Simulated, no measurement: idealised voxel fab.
Process module name: voxel transistor to metal
For reference, the cross-section in this document is cut, with width 185 nm and square cells of 5 nm.
Format of a cross-section: grid, square cells. Given as bands. Order: top down. Band: one or more rows of cells.
Look at the band entry: it leads with the top's height and the bottom's height in nm. Then it lists the materials left to right, with a width in nm for each. The word "throughout" on a single material says that material fills the band edge to edge. The word "blank" is empty space.
All heights in this document are referenced to 0, defined as the level beneath which the wafer, as received, consists entirely of one material. The lowest band is not bounded below; it extends indefinitely downward and is written in the form "top 0, no bottom".
Width "30->40": first value at the band's top row of cells, second value at its bottom row, equal change from row to row.
Key: "remained unchanged" - step with no changed cell in the cross-section.
"Closed void register" - sealed voids, min. 8 cells, no opening to top; format: width x height at distance (distance from left edge; nm throughout).
On each step's line, the part that comes after the settings is the simulator's own comment on the step.
The optional step-line setting "overlay nm" applies to steps with a mask and quantifies how far to the right of its planned location the mask lay, a negative value indicating leftward placement.
### Process steps foreseen in the plan
- 1: RECEIVE,material Si
- 2: OXIDIZE,depth nm 5
- 3: CONFORMAL_DEP,material SiN,thk nm 10
- 4: MASKED_ETCH,tone cover,mask id ACTIVE,width nm 115,etch materials SiN,depth nm 10,overlay nm 0
- 5: MASKED_ETCH,tone cover,mask id ACTIVE,width nm 115,etch materials SiO2,depth nm 5,overlay nm 0
- 6: MASKED_ETCH,tone cover,mask id ACTIVE,width nm 115,etch materials Si,depth nm 35,overlay nm 0
- 7: OXIDIZE,depth nm 5
- 8: FILL_DEP,material SiO2,thk nm 10
- 9: CMP,height nm 10
- 10: SELECTIVE_ETCH,etch materials SiO2,depth nm 10
- 11: STRIP,etch materials SiN
- 12: SELECTIVE_ETCH,etch materials SiO2,depth nm 5
- 13: OXIDIZE,depth nm 5
- 14: DIRECTIONAL_DEP,material polySi,thk nm 25
- 15: DIRECTIONAL_DEP,material SiCN,thk nm 15
- 16: PATTERN,tone cover,mask id GATE,material resist,width nm 35,thk nm 20,overlay nm 0
- 17: DIRECTIONAL_ETCH,etch materials SiCN,depth nm 25
- 18: DIRECTIONAL_ETCH,etch materials polySi,depth nm 35
- 19: STRIP,etch materials resist
- 20: CONFORMAL_DEP,material SiN,thk nm 10
- 21: DIRECTIONAL_ETCH,etch materials SiN,depth nm 10
- 22: DIRECTIONAL_ETCH,etch materials SiO2,depth nm 5
- 23: DIRECTIONAL_ETCH,etch materials Si,depth nm 15
- 24: EPI,material pSi,thk nm 15
- 25: FILL_DEP,material SiO2,thk nm 10
- 26: CMP,height nm 20
- 27: STRIP,etch materials polySi
- 28: SELECTIVE_ETCH,etch materials SiO2,depth nm 5
- 29: CONFORMAL_DEP,material HfO2,thk nm 5
- 30: CONFORMAL_DEP,material TiN,thk nm 5
- 31: FILL_DEP,material W,thk nm 10
- 32: CMP,height nm 15
- 33: DIRECTIONAL_DEP,material SiO2,thk nm 10
- 34: PATTERN,tone open,mask id CONTACT,material resist,width nm 15,pitch nm 80,thk nm 20,overlay nm 0
- 35: DIRECTIONAL_ETCH,etch materials SiO2,depth nm 35
- 36: STRIP,etch materials resist
- 37: CONFORMAL_DEP,material TiN,thk nm 5
- 38: FILL_DEP,material W,thk nm 5
- 39: CMP,height nm 25
- 40: CONFORMAL_DEP,material SiN,thk nm 5
- 41: DIRECTIONAL_DEP,material SiO2,thk nm 15
- 42: MASKED_ETCH,tone open,mask id METAL_1,width nm 15,pitch nm 80,etch materials SiO2,depth nm 15,overlay nm 0
- 43: MASKED_ETCH,tone open,mask id METAL_1,width nm 15,pitch nm 80,etch materials SiN,depth nm 5,overlay nm 0
- 44: CONFORMAL_DEP,material TiN,thk nm 5
- 45: FILL_DEP,material Cu,thk nm 10
- 46: CMP,height nm 45
- 47: CONFORMAL_DEP,material SiCN,thk nm 5
- 48: DIRECTIONAL_DEP,material SiO2,thk nm 30
- 49: MASKED_ETCH,tone open,mask id METAL_2,width nm 15,pitch nm 80,etch materials SiO2,depth nm 20,overlay nm 0
- 50: PATTERN,tone open,mask id METAL_2_HOLES,material resist,width nm 15,pitch nm 80,thk nm 20,overlay nm 0
- 51: DIRECTIONAL_ETCH,etch materials SiO2,depth nm 10
- 52: DIRECTIONAL_ETCH,etch materials SiCN,depth nm 5
- 53: STRIP,etch materials resist
- 54: CONFORMAL_DEP,material TiN,thk nm 5
- 55: FILL_DEP,material Cu,thk nm 10
- 56: CMP,height nm 80
- 57: CONFORMAL_DEP,material SiN,thk nm 5
### As-received state of the wafer in cross-section, equivalent to post-step 1
- top 0, no bottom = Si throughout
- Closed void register: none
### Wafer cross-section at module end: first of two, run to plan
- top 85, bottom 80 = SiN throughout
- top 80, bottom 50 = 45 SiO2  5 TiN  5 Cu  5 TiN  65 SiO2  5 TiN  5 Cu  5 TiN  45 SiO2
- top 50, bottom 45 = 45 SiCN  15 TiN  65 SiCN  15 TiN  45 SiCN
- top 45, bottom 30 = 45 SiO2  5 TiN  5 Cu  5 TiN  65 SiO2  5 TiN  5 Cu  5 TiN  45 SiO2
- top 30, bottom 25 = 45 SiN  15 TiN  65 SiN  15 TiN  45 SiN
- top 25, bottom 15 = 45 SiO2  5 TiN  5 W  5 TiN  65 SiO2  5 TiN  5 W  5 TiN  45 SiO2
- top 15, bottom 10 = 45 SiO2  5 TiN  5 W  5 TiN  5 SiO2  10 SiN  5 HfO2  5 TiN  15 W  5 TiN  5 HfO2  10 SiN  5 SiO2  5 TiN  5 W  5 TiN  45 SiO2
- top 10, bottom 5 = 45 SiO2  15 TiN  5 SiO2  10 SiN  5 HfO2  5 TiN  15 W  5 TiN  5 HfO2  10 SiN  5 SiO2  15 TiN  45 SiO2
- top 5, bottom 0 = 45 SiO2  5 TiN  15 pSi  10 SiN  5 HfO2  5 TiN  15 W  5 TiN  5 HfO2  10 SiN  15 pSi  5 TiN  45 SiO2
- top 0, bottom -5 = 45 SiO2  5 TiN  15 pSi  10 SiN  5 HfO2  25 TiN  5 HfO2  10 SiN  15 pSi  5 TiN  45 SiO2
- top -5, bottom -10 = 45 SiO2  5 TiN  15 pSi  5 SiO2  45 HfO2  5 SiO2  15 pSi  5 TiN  45 SiO2
- top -10, bottom -25 = 40 SiO2  25 pSi  55 Si  25 pSi  40 SiO2
- top -25, bottom -45 = 40 SiO2  105 Si  40 SiO2
- top -45, no bottom = Si throughout
- Closed void register: none
### second wafer at the end: like start, like plan, one mistake
- top 85, bottom 80 = SiN throughout
- top 80, bottom 75 = 45 SiCN  15 TiN  65 SiCN  15 TiN  45 SiCN
- top 75, bottom 45 = SiO2 throughout
- top 45, bottom 30 = 45 SiO2  5 TiN  5 Cu  5 TiN  65 SiO2  5 TiN  5 Cu  5 TiN  45 SiO2
- top 30, bottom 25 = 45 SiN  15 TiN  65 SiN  15 TiN  45 SiN
- top 25, bottom 15 = 45 SiO2  5 TiN  5 W  5 TiN  65 SiO2  5 TiN  5 W  5 TiN  45 SiO2
- top 15, bottom 10 = 45 SiO2  5 TiN  5 W  5 TiN  5 SiO2  10 SiN  5 HfO2  5 TiN  15 W  5 TiN  5 HfO2  10 SiN  5 SiO2  5 TiN  5 W  5 TiN  45 SiO2
- top 10, bottom 5 = 45 SiO2  15 TiN  5 SiO2  10 SiN  5 HfO2  5 TiN  15 W  5 TiN  5 HfO2  10 SiN  5 SiO2  15 TiN  45 SiO2
- top 5, bottom 0 = 45 SiO2  5 TiN  15 pSi  10 SiN  5 HfO2  5 TiN  15 W  5 TiN  5 HfO2  10 SiN  15 pSi  5 TiN  45 SiO2
- top 0, bottom -5 = 45 SiO2  5 TiN  15 pSi  10 SiN  5 HfO2  25 TiN  5 HfO2  10 SiN  15 pSi  5 TiN  45 SiO2
- top -5, bottom -10 = 45 SiO2  5 TiN  15 pSi  5 SiO2  45 HfO2  5 SiO2  15 pSi  5 TiN  45 SiO2
- top -10, bottom -25 = 40 SiO2  25 pSi  55 Si  25 pSi  40 SiO2
- top -25, bottom -45 = 40 SiO2  105 Si  40 SiO2
- top -45, no bottom = Si throughout
- Closed void register: none
Deviation from plan: plan steps 47 and 48 run swapped
End check, counted in cells, second wafer has more or fewer of these materials than the first: Cu: 12 fewer, SiO2: 36 more, TiN: 24 fewer
